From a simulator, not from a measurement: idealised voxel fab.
process module | voxel transistor to metal
cross-section cut | 295 nm wide | cells 5 nm
A cross-section is a grid of square cells, given in bands from the top down. A band is one or more rows of cells.
Each band's line starts with the height of the band's top and of its bottom, in nm. Then come its materials from left to right, each with its width in nm. One material with "throughout" fills the band from edge to edge. "air" is empty space.
Height 0 is the level under which the wafer as received is all one material. The lowest band goes on downwards, as in "0 down".
A width such as "30 to 40" changes by the same amount from each row of cells to the next, from the band's top row to its bottom row.
"no change" after a step means that no cell of the cross-section changed.
closed voids: empty space of 8 cells or more with no open way to the top, each as width x height at its distance from the left edge, in nm
after a step's settings: what the simulator itself notes on the step
overlay nm, on a step with a mask: how far to the right of its planned place the mask lay; to the left if negative
plan
1 op RECEIVE | material Si
2 op CONFORMAL_DEP | material SiO2 | thk nm 5
3 op CONFORMAL_DEP | material SiN | thk nm 15
4 op PATTERN | tone cover | mask id ACTIVE | material resist | width nm 110 | pitch nm 140 | thk nm 20 | overlay nm 0
5 op DIRECTIONAL_ETCH | etch materials SiN | depth nm 15
6 op DIRECTIONAL_ETCH | etch materials SiO2 | depth nm 5
7 op DIRECTIONAL_ETCH | etch materials Si | depth nm 35
8 op STRIP | etch materials resist
9 op OXIDIZE | depth nm 5
10 op FILL_DEP | material SiO2 | thk nm 15
11 op CMP | height nm 20
12 op SELECTIVE_ETCH | etch materials SiO2 | depth nm 10
13 op STRIP | etch materials SiN
14 op SELECTIVE_ETCH | etch materials SiO2 | depth nm 5
15 op OXIDIZE | depth nm 5
16 op DIRECTIONAL_DEP | material polySi | thk nm 30
17 op DIRECTIONAL_DEP | material SiCN | thk nm 15
18 op MASKED_ETCH | tone cover | mask id GATE | width nm 20 | pitch nm 140 | etch materials SiCN | depth nm 25 | overlay nm 0
19 op MASKED_ETCH | tone cover | mask id GATE | width nm 20 | pitch nm 140 | etch materials polySi | depth nm 40 | overlay nm 0
20 op CONFORMAL_DEP | material SiO2 | thk nm 5
21 op DIRECTIONAL_ETCH | etch materials SiO2 | depth nm 5
22 op CONFORMAL_DEP | material SiN | thk nm 5
23 op DIRECTIONAL_ETCH | etch materials SiN | depth nm 5
24 op DIRECTIONAL_ETCH | etch materials SiO2 | depth nm 5
25 op EPI | material nSi | thk nm 5
26 op FILL_DEP | material SiO2 | thk nm 5
27 op CMP | height nm 45
28 op DIRECTIONAL_DEP | material SiO2 | thk nm 15
29 op PATTERN | tone open | mask id CONTACT | material resist | width nm 35 | thk nm 15 | overlay nm 0
30 op DIRECTIONAL_ETCH | etch materials SiO2 | depth nm 60
31 op STRIP | etch materials resist
32 op CONFORMAL_DEP | material TiN | thk nm 5
33 op FILL_DEP | material Ru | thk nm 5
34 op CMP | height nm 60
35 op DIRECTIONAL_DEP | material TiN | thk nm 5
36 op DIRECTIONAL_DEP | material Ru | thk nm 15
37 op MASKED_ETCH | tone cover | mask id METAL_1 | width nm 20 | etch materials Ru | depth nm 15 | overlay nm 0
38 op MASKED_ETCH | tone cover | mask id METAL_1 | width nm 20 | etch materials TiN | depth nm 5 | overlay nm 0
39 op FILL_DEP | material SiO2 | thk nm 5
40 op CMP | height nm 80
41 op CONFORMAL_DEP | material SiCN | thk nm 5
42 op DIRECTIONAL_DEP | material lowk | thk nm 30
43 op DIRECTIONAL_DEP | material aC | thk nm 10
44 op PATTERN | tone open | mask id METAL_2 | material resist | width nm 20 | pitch nm 140 | thk nm 30 | overlay nm 0
45 op DIRECTIONAL_ETCH | etch materials aC | depth nm 10
46 op STRIP | etch materials resist
47 op DIRECTIONAL_ETCH | etch materials lowk | depth nm 15
48 op STRIP | etch materials aC
49 op PATTERN | tone open | mask id METAL_2_HOLES | material resist | width nm 15 | pitch nm 140 | thk nm 15 | overlay nm 0
50 op DIRECTIONAL_ETCH | etch materials lowk | depth nm 15
51 op DIRECTIONAL_ETCH | etch materials SiCN | depth nm 5
52 op STRIP | etch materials resist
53 op CONFORMAL_DEP | material TiN | thk nm 5
54 op FILL_DEP | material Ru | thk nm 10
55 op CMP | height nm 115
56 op CONFORMAL_DEP | material SiN | thk nm 5
as received, after step 1
  0 down: Si throughout
  closed voids: none
a wafer at the end: this start, this plan, one mistake
  120 to 115: SiN throughout
  115 to 105: lowk 25 | TiN 5 | Ru 10 | TiN 5 | lowk 120 | TiN 5 | Ru 10 | TiN 5 | lowk 110
  105 to 100: lowk 25 | TiN 5 | Ru 5 | TiN 10 | lowk 120 | TiN 5 | Ru 5 | TiN 10 | lowk 110
  100 to 85: lowk 25 | TiN 5 | Ru 5 | TiN 5 | lowk 125 | TiN 5 | Ru 5 | TiN 5 | lowk 115
  85 to 80: SiCN 25 | TiN 15 | SiCN 125 | TiN 15 | SiCN 115
  80 to 75: SiO2 throughout
  75 to 60: SiO2 25 | Ru 20 | SiO2 60 | Ru 20 | SiO2 40 | Ru 20 | SiO2 60 | Ru 20 | SiO2 30
  60 to 55: SiO2 25 | TiN 20 | SiO2 60 | TiN 20 | SiO2 40 | TiN 20 | SiO2 60 | TiN 20 | SiO2 30
  55 to 45: SiO2 25 | TiN 5 | Ru 25 to 20 | TiN 5 to 10 | SiO2 30 | TiN 5 to 10 | Ru 25 to 20 | TiN 5 | SiO2 40 | TiN 5 | Ru 25 to 20 | TiN 5 to 10 | SiO2 30 | TiN 5 to 10 | Ru 25 to 20 | TiN 5 | SiO2 30
  45 to 30: SiO2 25 | TiN 5 | Ru 20 | TiN 5 | SiN 5 | SiO2 5 | SiCN 20 | SiO2 5 | SiN 5 | TiN 5 | Ru 20 | TiN 5 | SiO2 40 | TiN 5 | Ru 20 | TiN 5 | SiN 5 | SiO2 5 | SiCN 20 | SiO2 5 | SiN 5 | TiN 5 | Ru 20 | TiN 5 | SiO2 30
  30 to 5: SiO2 25 | TiN 5 | Ru 20 | TiN 5 | SiN 5 | SiO2 5 | polySi 20 | SiO2 5 | SiN 5 | TiN 5 | Ru 20 | TiN 5 | SiO2 40 | TiN 5 | Ru 20 | TiN 5 | SiN 5 | SiO2 5 | polySi 20 | SiO2 5 | SiN 5 | TiN 5 | Ru 20 | TiN 5 | SiO2 30
  5 to 0: SiO2 20 | SiN 5 | TiN 30 | SiN 5 | SiO2 5 | polySi 20 | SiO2 5 | SiN 5 | TiN 30 | SiN 5 | SiO2 30 | SiN 5 | TiN 30 | SiN 5 | SiO2 5 | polySi 20 | SiO2 5 | SiN 5 | TiN 30 | SiN 5 | SiO2 25
  0 to -5: SiO2 25 | nSi 30 | SiO2 40 | nSi 30 | SiO2 40 | nSi 30 | SiO2 40 | nSi 30 | SiO2 30
  -5 to -40: SiO2 25 | Si 100 | SiO2 40 | Si 100 | SiO2 30
  -40 down: Si throughout
  closed voids: none
what went wrong: step 34 ran as: op CMP | height nm 55
